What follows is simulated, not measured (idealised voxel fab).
Documented hereafter: the process module known as voxel air gaps.
It is cross-section cut that appears here, measuring 140 nm in width, its square cells being 5 nm in size.
This document writes a cross-section as a grid whose cells are square, and gives it as bands, listed from the top down; one or more rows of cells form a band. Top height, bottom height, nm. Materials left to right, width each, nm. Single material + "edge to edge" = fills band edge to edge. "air" = empty. The reference from which all heights are counted is 0, the level beneath which the as-received wafer is entirely one material; the lowest band, having no lower bound, proceeds downward and is written after the example "0 -> down". With a width like "30 to 40", each row of cells in the band differs from the next by the same amount, the top row carrying the first number and the bottom row the second. "stayed the same" for a step: no cell of the cross-section changed in that step. Look at "Closed void roster" for the closed voids: empty spaces with no open path to the top, sized 8 cells or up. Each is width x height at distance, distance from the left edge, all nm. Text after the settings on a step's line: the simulator's own remark on that step. When a step includes a mask, the "overlay nm" setting on its line states how far to the right of its planned place that mask lay, and negative values state how far to the left.

### Process steps (planned)
- 1: RECEIVE,material Si
- 2: CONFORMAL_DEP,material SiO2,thk nm 15
- 3: CONFORMAL_DEP,material SiN,thk nm 5
- 4: DIRECTIONAL_DEP,material SiO2,thk nm 30
- 5: DIRECTIONAL_DEP,material aC,thk nm 10
- 6: PATTERN,tone open,mask id LINES,material resist,width nm 15,pitch nm 40,thk nm 25,overlay nm 0
- 7: DIRECTIONAL_ETCH,etch materials aC,depth nm 10
- 8: STRIP,etch materials resist
- 9: DIRECTIONAL_ETCH,etch materials SiO2,depth nm 40
- 10: STRIP,etch materials aC
- 11: CONFORMAL_DEP,material TiN,thk nm 5
- 12: FILL_DEP,material Ru,thk nm 5
- 13: CMP,height nm 60
- 14: EPI,material Ru,thk nm 10
- 15: SELECTIVE_ETCH,etch materials SiO2,depth nm 50
- 16: CONFORMAL_DEP,material SiCN,thk nm 5
Be aware that, although all wafers share a common starting state, the thk nm at step 4 differs among them, and the plan displays the first wafer's value.

### The first of several wafers in cross-section, exactly as it reached us after step 1
	0 -> down: Si edge to edge
	Closed void roster: none

### End of the module, past its last step, step 16: how the first of several wafers looks in cross-section
	75 -> 70: SiCN edge to edge
	70 -> 55: Ru edge to edge
	55 -> 50: 25 TiN, then 5 Ru, then 35 TiN, then 5 Ru, then 35 TiN, then 5 Ru, then 30 TiN
	50 -> 25: 20 SiO2, then 5 TiN, then 5 Ru, then 5 TiN, then 25 SiO2, then 5 TiN, then 5 Ru, then 5 TiN, then 25 SiO2, then 5 TiN, then 5 Ru, then 5 TiN, then 25 SiO2
	25 -> 20: 20 SiO2, then 15 TiN, then 25 SiO2, then 15 TiN, then 25 SiO2, then 15 TiN, then 25 SiO2
	20 -> 15: SiN edge to edge
	15 -> 0: SiO2 edge to edge
	0 -> down: Si edge to edge
	Closed void roster: none

### Cross-section of the final wafer among several, taken at the end of the module
	75 -> 70: 5 air, then 125 SiCN, then 10 air
	70 -> 60: 5 air, then 5 SiCN, then 35 Ru, then 5 SiCN, then 35 Ru, then 5 SiCN, then 35 Ru, then 5 SiCN, then 10 air
	60 -> 55: 5 air, then 15 SiCN, then 5 TiN, then 5 Ru, then 5 TiN, then 25 SiCN, then 5 TiN, then 5 Ru, then 5 TiN, then 25 SiCN, then 5 TiN, then 5 Ru, then 5 TiN, then 15 SiCN, then 10 air
	55 -> 25: 15 air, then 5 SiCN, then 5 TiN, then 5 Ru, then 5 TiN, then 5 SiCN, then 15 air, then 5 SiCN, then 5 TiN, then 5 Ru, then 5 TiN, then 5 SiCN, then 15 air, then 5 SiCN, then 5 TiN, then 5 Ru, then 5 TiN, then 5 SiCN, then 20 air
	25 -> 20: 20 SiCN, then 15 TiN, then 25 SiCN, then 15 TiN, then 25 SiCN, then 15 TiN, then 25 SiCN
	20 -> 15: SiN edge to edge
	15 -> 0: SiO2 edge to edge
	0 -> down: Si edge to edge
	Closed void roster: 15 x 30 at 40; 15 x 30 at 80

### Take any row and you have a wafer at the end of the module: how many cells of each material it has gained (+) or lost (-) since it was received, and then its closed voids
thk nm 30, +102 Ru, +28 SiCN, +28 SiN, +198 SiO2, +64 TiN, Closed void roster: none
thk nm 35, +77 Ru, +28 SiCN, +28 SiN, +217 SiO2, +70 TiN, Closed void roster: none
thk nm 40, +63 Ru, +104 SiCN, +28 SiN, +84 SiO2, +51 TiN, Closed void roster: 15 x 30 at 40; 15 x 30 at 80
